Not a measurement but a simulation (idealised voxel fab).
Title: Process Module voxel wiring stack
Shown is cross-section cut, with a width of 215 nm and square cells of size 5 nm.
Think of the cross-section as a grid of square cells. We describe it in bands, top to bottom, and each band covers one or more rows of those cells.
Band: top and bottom heights (nm) first, top before bottom; then materials from left to right, widths in nm. "edge to edge" marks a sole material filling the band edge to edge. "air" denotes empty space.
Convention: height 0 is the level below which the wafer, as received, is all one material. The lowest band does not terminate at the bottom but continues downward, represented as "top 0, no bottom".
The expression "30->40" gives the width at the extremes of the band, the first number at its top row of cells and the second at its bottom row, with the width changing by equal amounts from each row to the next in between.
Step note "no change occurred" = no cross-section cell changed.
The entry titled "Sealed void list" provides the empty spaces that have no open way to the top, restricted to those of 8 cells or more. Each is presented as width x height at distance, the distance being measured from the left edge, with all three in nm.
Heads up: the bit after the settings on a step's line is the simulator's remark on that step.
overlay nm: for a step with a mask, the amount by which the mask lay right of where it was planned; a negative amount means left of it.

# List of planned process steps
1: RECEIVE [material Si]
2: CONFORMAL_DEP [material SiO2] [thk nm 10]
3: CONFORMAL_DEP [material SiN] [thk nm 5]
4: DIRECTIONAL_DEP [material SiO2] [thk nm 25]
5: DIRECTIONAL_DEP [material aC] [thk nm 15]
6: PATTERN [tone open] [mask id METAL_1] [material resist] [width nm 30] [pitch nm 50] [thk nm 30] [overlay nm 0]
7: DIRECTIONAL_ETCH [etch materials aC] [depth nm 15]
8: STRIP [etch materials resist]
9: DIRECTIONAL_ETCH [etch materials SiO2] [depth nm 25]
10: DIRECTIONAL_ETCH [etch materials SiN] [depth nm 5]
11: STRIP [etch materials aC]
12: CONFORMAL_DEP [material TiN] [thk nm 5]
13: FILL_DEP [material Cu] [thk nm 5]
14: CMP [height nm 40]
15: CONFORMAL_DEP [material SiCN] [thk nm 5]
16: DIRECTIONAL_DEP [material SiO2] [thk nm 35]
17: DIRECTIONAL_DEP [material aC] [thk nm 15]
18: PATTERN [tone open] [mask id METAL_2] [material resist] [width nm 30] [pitch nm 50] [thk nm 35] [overlay nm 0]
19: DIRECTIONAL_ETCH [etch materials aC] [depth nm 15]
20: STRIP [etch materials resist]
21: DIRECTIONAL_ETCH [etch materials SiO2] [depth nm 20]
22: STRIP [etch materials aC]
23: MASKED_ETCH [tone open] [mask id METAL_2_HOLES] [width nm 15] [pitch nm 100] [etch materials SiO2] [depth nm 15] [overlay nm 0]
24: MASKED_ETCH [tone open] [mask id METAL_2_HOLES] [width nm 15] [pitch nm 100] [etch materials SiCN] [depth nm 5] [overlay nm 0]
25: CONFORMAL_DEP [material TiN] [thk nm 5]
26: FILL_DEP [material Cu] [thk nm 5]
27: CMP [height nm 80]
28: CONFORMAL_DEP [material SiCN] [thk nm 5]
29: DIRECTIONAL_DEP [material SiO2] [thk nm 15]
30: MASKED_ETCH [tone open] [mask id PLUG_2] [width nm 15] [pitch nm 50] [etch materials SiO2] [depth nm 15] [overlay nm 0]
31: MASKED_ETCH [tone open] [mask id PLUG_2] [width nm 15] [pitch nm 50] [etch materials SiCN] [depth nm 5] [overlay nm 0]
32: CONFORMAL_DEP [material TiN] [thk nm 5]
33: FILL_DEP [material Ru] [thk nm 10]
34: CMP [height nm 100]
35: CONFORMAL_DEP [material SiCN] [thk nm 5]
36: DIRECTIONAL_DEP [material SiO2] [thk nm 20]
37: DIRECTIONAL_DEP [material aC] [thk nm 15]
38: PATTERN [tone open] [mask id METAL_3] [material resist] [width nm 30] [pitch nm 50] [thk nm 35] [overlay nm 0]
39: DIRECTIONAL_ETCH [etch materials aC] [depth nm 15]
40: STRIP [etch materials resist]
41: DIRECTIONAL_ETCH [etch materials SiO2] [depth nm 20]
42: DIRECTIONAL_ETCH [etch materials SiCN] [depth nm 5]
43: STRIP [etch materials aC]
44: CONFORMAL_DEP [material TiN] [thk nm 5]
45: FILL_DEP [material Cu] [thk nm 5]
46: CMP [height nm 125]
47: CONFORMAL_DEP [material SiCN] [thk nm 5]
48: DIRECTIONAL_DEP [material lowk] [thk nm 10]
49: PATTERN [tone open] [mask id PLUG_3] [material resist] [width nm 15] [pitch nm 50] [thk nm 15] [overlay nm 0]
50: DIRECTIONAL_ETCH [etch materials lowk] [depth nm 10]
51: DIRECTIONAL_ETCH [etch materials SiCN] [depth nm 5]
52: STRIP [etch materials resist]
53: CONFORMAL_DEP [material TiN] [thk nm 5]
54: FILL_DEP [material Ru] [thk nm 10]
55: CMP [height nm 140]
56: DIRECTIONAL_DEP [material TiN] [thk nm 5]
57: DIRECTIONAL_DEP [material W] [thk nm 20]
58: DIRECTIONAL_DEP [material aC] [thk nm 10]
59: PATTERN [tone cover] [mask id METAL_4] [material resist] [width nm 30] [pitch nm 50] [thk nm 25] [overlay nm 0]
60: DIRECTIONAL_ETCH [etch materials aC] [depth nm 10]
61: STRIP [etch materials resist]
62: DIRECTIONAL_ETCH [etch materials W] [depth nm 20]
63: DIRECTIONAL_ETCH [etch materials TiN] [depth nm 5]
64: STRIP [etch materials aC]
65: CONFORMAL_DEP [material SiCN] [thk nm 5]
66: FILL_DEP [material SiO2] [thk nm 10]
67: CMP [height nm 165]
68: CONFORMAL_DEP [material SiN] [thk nm 5]

# Cross-section of the wafer as it came to us, i.e., already through step 1
- top 0, no bottom = Si edge to edge
- Sealed void list: none

# Cross-section, first of two wafers, end of module, run as planned
- top 170, bottom 165 = SiN edge to edge
- top 165, bottom 145 = 10 of SiO2, 5 of SiCN, 30 of W, 5 of SiCN, 10 of SiO2, 5 of SiCN, 30 of W, 5 of SiCN, 10 of SiO2, 5 of SiCN, 30 of W, 5 of SiCN, 10 of SiO2, 5 of SiCN, 30 of W, 5 of SiCN, 15 of SiO2
- top 145, bottom 140 = 15 of SiCN, 30 of TiN, 20 of SiCN, 30 of TiN, 20 of SiCN, 30 of TiN, 20 of SiCN, 30 of TiN, 20 of SiCN
- top 140, bottom 130 = 15 of lowk, 5 of TiN, 5 of Ru, 5 of TiN, 35 of lowk, 5 of TiN, 5 of Ru, 5 of TiN, 35 of lowk, 5 of TiN, 5 of Ru, 5 of TiN, 35 of lowk, 5 of TiN, 5 of Ru, 5 of TiN, 35 of lowk
- top 130, bottom 125 = 15 of SiCN, 15 of TiN, 35 of SiCN, 15 of TiN, 35 of SiCN, 15 of TiN, 35 of SiCN, 15 of TiN, 35 of SiCN
- top 125, bottom 105 = 15 of SiO2, 5 of TiN, 20 of Cu, 5 of TiN, 20 of SiO2, 5 of TiN, 20 of Cu, 5 of TiN, 20 of SiO2, 5 of TiN, 20 of Cu, 5 of TiN, 20 of SiO2, 5 of TiN, 20 of Cu, 5 of TiN, 20 of SiO2
- top 105, bottom 100 = 15 of SiCN, 30 of TiN, 20 of SiCN, 30 of TiN, 20 of SiCN, 30 of TiN, 20 of SiCN, 30 of TiN, 20 of SiCN
- top 100, bottom 85 = 15 of SiO2, 5 of TiN, 5 of Ru, 5 of TiN, 35 of SiO2, 5 of TiN, 5 of Ru, 5 of TiN, 35 of SiO2, 5 of TiN, 5 of Ru, 5 of TiN, 35 of SiO2, 5 of TiN, 5 of Ru, 5 of TiN, 35 of SiO2
- top 85, bottom 80 = 15 of SiCN, 15 of TiN, 35 of SiCN, 15 of TiN, 35 of SiCN, 15 of TiN, 35 of SiCN, 15 of TiN, 35 of SiCN
- top 80, bottom 65 = 15 of SiO2, 5 of TiN, 20 of Cu, 5 of TiN, 20 of SiO2, 5 of TiN, 20 of Cu, 5 of TiN, 20 of SiO2, 5 of TiN, 20 of Cu, 5 of TiN, 20 of SiO2, 5 of TiN, 20 of Cu, 5 of TiN, 20 of SiO2
- top 65, bottom 60 = 15 of SiO2, 5 of TiN, 5 of Cu, 20 of TiN, 20 of SiO2, 30 of TiN, 20 of SiO2, 5 of TiN, 5 of Cu, 20 of TiN, 20 of SiO2, 30 of TiN, 20 of SiO2
- top 60, bottom 45 = 15 of SiO2, 5 of TiN, 5 of Cu, 5 of TiN, 85 of SiO2, 5 of TiN, 5 of Cu, 5 of TiN, 85 of SiO2
- top 45, bottom 40 = 15 of SiCN, 15 of TiN, 85 of SiCN, 15 of TiN, 85 of SiCN
- top 40, bottom 15 = 15 of SiO2, 5 of TiN, 20 of Cu, 5 of TiN, 20 of SiO2, 5 of TiN, 20 of Cu, 5 of TiN, 20 of SiO2, 5 of TiN, 20 of Cu, 5 of TiN, 20 of SiO2, 5 of TiN, 20 of Cu, 5 of TiN, 20 of SiO2
- top 15, bottom 10 = 15 of SiN, 30 of TiN, 20 of SiN, 30 of TiN, 20 of SiN, 30 of TiN, 20 of SiN, 30 of TiN, 20 of SiN
- top 10, bottom 0 = SiO2 edge to edge
- top 0, no bottom = Si edge to edge
- Sealed void list: none

# Same start, same plan as the first wafer - but one mistake in the run. Cross-section of the second of the two at the end of the module
- top 170, bottom 165 = SiN edge to edge
- top 165, bottom 145 = 10 of SiO2, 5 of SiCN, 30 of W, 5 of SiCN, 10 of SiO2, 5 of SiCN, 30 of W, 5 of SiCN, 10 of SiO2, 5 of SiCN, 30 of W, 5 of SiCN, 10 of SiO2, 5 of SiCN, 30 of W, 5 of SiCN, 15 of SiO2
- top 145, bottom 140 = 15 of SiCN, 30 of TiN, 20 of SiCN, 30 of TiN, 20 of SiCN, 30 of TiN, 20 of SiCN, 30 of TiN, 20 of SiCN
- top 140, bottom 130 = 15 of lowk, 5 of TiN, 5 of Ru, 5 of TiN, 35 of lowk, 5 of TiN, 5 of Ru, 5 of TiN, 35 of lowk, 5 of TiN, 5 of Ru, 5 of TiN, 35 of lowk, 5 of TiN, 5 of Ru, 5 of TiN, 35 of lowk
- top 130, bottom 125 = 15 of SiCN, 15 of TiN, 35 of SiCN, 15 of TiN, 35 of SiCN, 15 of TiN, 35 of SiCN, 15 of TiN, 35 of SiCN
- top 125, bottom 105 = 15 of SiO2, 5 of TiN, 20 of Cu, 5 of TiN, 20 of SiO2, 5 of TiN, 20 of Cu, 5 of TiN, 20 of SiO2, 5 of TiN, 20 of Cu, 5 of TiN, 20 of SiO2, 5 of TiN, 20 of Cu, 5 of TiN, 20 of SiO2
- top 105, bottom 100 = 15 of SiCN, 30 of TiN, 20 of SiCN, 30 of TiN, 20 of SiCN, 30 of TiN, 20 of SiCN, 30 of TiN, 20 of SiCN
- top 100, bottom 85 = 15 of SiO2, 5 of TiN, 5 of Ru, 5 of TiN, 35 of SiO2, 5 of TiN, 5 of Ru, 5 of TiN, 35 of SiO2, 5 of TiN, 5 of Ru, 5 of TiN, 35 of SiO2, 5 of TiN, 5 of Ru, 5 of TiN, 35 of SiO2
- top 85, bottom 80 = 15 of SiCN, 15 of TiN, 35 of SiCN, 15 of TiN, 35 of SiCN, 15 of TiN, 35 of SiCN, 15 of TiN, 35 of SiCN
- top 80, bottom 65 = 15 of SiO2, 5 of TiN, 20 of Cu, 5 of TiN, 20 of SiO2, 5 of TiN, 20 of Cu, 5 of TiN, 20 of SiO2, 5 of TiN, 20 of Cu, 5 of TiN, 20 of SiO2, 5 of TiN, 20 of Cu, 5 of TiN, 20 of SiO2
- top 65, bottom 60 = 15 of SiO2, 5 of TiN, 5 of Cu, 20 of TiN, 20 of SiO2, 30 of TiN, 20 of SiO2, 5 of TiN, 5 of Cu, 20 of TiN, 20 of SiO2, 30 of TiN, 20 of SiO2
- top 60, bottom 45 = 15 of SiO2, 5 of TiN, 5 of Cu, 5 of TiN, 85 of SiO2, 5 of TiN, 5 of Cu, 5 of TiN, 85 of SiO2
- top 45, bottom 40 = 15 of SiCN, 15 of TiN, 85 of SiCN, 15 of TiN, 85 of SiCN
- top 40, bottom 15 = 20 of SiO2, 5 of TiN, 15 of Cu, 5 of TiN, 25 of SiO2, 5 of TiN, 15 of Cu, 5 of TiN, 25 of SiO2, 5 of TiN, 15 of Cu, 5 of TiN, 25 of SiO2, 5 of TiN, 15 of Cu, 5 of TiN, 20 of SiO2
- top 15, bottom 10 = 20 of SiN, 25 of TiN, 25 of SiN, 25 of TiN, 25 of SiN, 25 of TiN, 25 of SiN, 25 of TiN, 20 of SiN
- top 10, bottom 0 = SiO2 edge to edge
- top 0, no bottom = Si edge to edge
- Sealed void list: none
Processing error: step 6 did not happen as planned, as run it was PATTERN [tone open] [mask id METAL_1] [material resist] [width nm 25] [pitch nm 50] [thk nm 30] [overlay nm 0]
Counted in cells at the end, the second wafer holds more or fewer of these materials than the first: 20 fewer of Cu | 4 more of SiN | 20 more of SiO2 | 4 fewer of TiN
